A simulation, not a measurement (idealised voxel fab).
Proc. module: voxel capacitor over wiring
Section cut is 165 nm wide and gridded with 5 nm square cells.
Cross-section, as written here: a square-cell grid given band by band from the top down, where a band holds one or more rows of cells.
Top height, bottom height, nm. Materials left to right, width each, nm. Single material + "full width" = fills band edge to edge. "blank" = empty.
All heights in this document are referenced to 0, defined as the level beneath which the wafer, as received, consists entirely of one material. The lowest band is not bounded below; it extends indefinitely downward and is written in the form "0 and below".
Note: "30..40" means the width goes from the first number (top row of the band) to the second number (bottom row) in equal steps per row of cells.
"nothing altered" -> step changed no cross-section cell.
Heads up: "Fully closed voids" only lists the empty pockets with no open path to the top that are 8 cells or more, and it writes them as width x height at distance, distance from the left edge, in nm.
On a step's line, text after the settings is the simulator commenting on that step.
overlay nm: where the mask lay relative to plan, measured to the right, on steps with a mask; negatives go left.
Process steps foreseen in the plan:
1. RECEIVE: material Si
2. CONFORMAL_DEP: material SiO2, thk nm 15
3. DIRECTIONAL_DEP: material TiN, thk nm 5
4. DIRECTIONAL_DEP: material W, thk nm 15
5. DIRECTIONAL_DEP: material aC, thk nm 10
6. PATTERN: tone cover, mask id METAL_1, material resist, width nm 30, pitch nm 80, thk nm 25, overlay nm 0
7. DIRECTIONAL_ETCH: etch materials aC, depth nm 10
8. STRIP: etch materials resist
9. DIRECTIONAL_ETCH: etch materials W, depth nm 15
10. DIRECTIONAL_ETCH: etch materials TiN, depth nm 5
11. STRIP: etch materials aC
12. CONFORMAL_DEP: material SiCN, thk nm 5
13. FILL_DEP: material lowk, thk nm 5
14. CMP: height nm 35
15. CONFORMAL_DEP: material SiCN, thk nm 5
16. DIRECTIONAL_DEP: material SiO2, thk nm 15
17. MASKED_ETCH: tone open, mask id PLUG_1, width nm 15, etch materials SiO2, depth nm 15, overlay nm 0
18. MASKED_ETCH: tone open, mask id PLUG_1, width nm 15, etch materials SiCN, depth nm 5, overlay nm 0
19. EPI: material Ru, thk nm 10
20. EPI: material Ru, thk nm 10
21. DIRECTIONAL_DEP: material TiN, thk nm 10
22. DIRECTIONAL_DEP: material SiN, thk nm 5
23. DIRECTIONAL_DEP: material TiN, thk nm 5
24. PATTERN: tone cover, mask id UPPER_PLATE, material resist, width nm 55, thk nm 15, overlay nm 0
25. DIRECTIONAL_ETCH: etch materials TiN, depth nm 5
26. DIRECTIONAL_ETCH: etch materials SiN, depth nm 5
27. STRIP: etch materials resist
28. MASKED_ETCH: tone cover, mask id LOWER_PLATE, width nm 65, etch materials TiN, depth nm 10, overlay nm 0
29. FILL_DEP: material SiO2, thk nm 15
30. CMP: height nm 85
31. MASKED_ETCH: tone open, mask id PLUG_2, width nm 15, etch materials SiO2, depth nm 10, overlay nm 0
32. CONFORMAL_DEP: material TiN, thk nm 5
33. FILL_DEP: material Cu, thk nm 5
34. CMP: height nm 85
35. CONFORMAL_DEP: material SiN, thk nm 5
Incoming wafer, cross-sectional view, post step 1:
    0 and below = Si full width
    Fully closed voids: none
The first of two wafers, cross-sectioned at the end of the module, with the run proceeding as planned:
    90 down to 85 = SiN full width
    85 down to 80 = SiO2 50, then TiN 5, then Cu 5, then TiN 5, then SiO2 100
    80 down to 70 = SiO2 50..40, then TiN 15..55, then SiO2 100..70
    70 down to 65 = SiO2 40, then SiN 55, then SiO2 70
    65 down to 55 = SiO2 35, then TiN 65, then SiO2 65
    55 down to 40 = SiO2 40, then Ru 15, then SiO2 110
    40 down to 35 = SiCN 40, then Ru 15, then SiCN 110
    35 down to 20 = lowk 20, then SiCN 5, then W 30, then SiCN 5, then lowk 40, then SiCN 5, then W 30, then SiCN 5, then lowk 25
    20 down to 15 = SiCN 25, then TiN 30, then SiCN 50, then TiN 30, then SiCN 30
    15 down to 0 = SiO2 full width
    0 and below = Si full width
    Fully closed voids: none
Wafer two (of two), end-of-module cross-section: start = wafer one, plan = wafer one, one run mistake:
    90 down to 85 = SiN full width
    85 down to 80 = SiO2 50, then TiN 5, then Cu 5, then TiN 5, then SiO2 100
    80 down to 70 = SiO2 50..40, then TiN 15..55, then SiO2 100..70
    70 down to 65 = SiO2 40, then SiN 55, then SiO2 70
    65 down to 55 = SiO2 35, then TiN 65, then SiO2 65
    55 down to 40 = SiO2 40, then Ru 15, then SiO2 110
    40 down to 35 = SiCN 40, then Ru 15, then SiCN 110
    35 down to 20 = lowk 15, then SiCN 5, then W 40, then SiCN 5, then lowk 30, then SiCN 5, then W 40, then SiCN 5, then lowk 20
    20 down to 15 = SiCN 20, then TiN 40, then SiCN 40, then TiN 40, then SiCN 25
    15 down to 0 = SiO2 full width
    0 and below = Si full width
    Fully closed voids: none
The plan and the run diverged here: step 6 went in with a setting other than planned; the actual run was PATTERN: tone cover, mask id METAL_1, material resist, width nm 40, pitch nm 80, thk nm 25, overlay nm 0
Heads up, by the end the second wafer has more or fewer cells of some materials compared to the first: -4 SiCN | +4 TiN | +12 W | -12 lowk
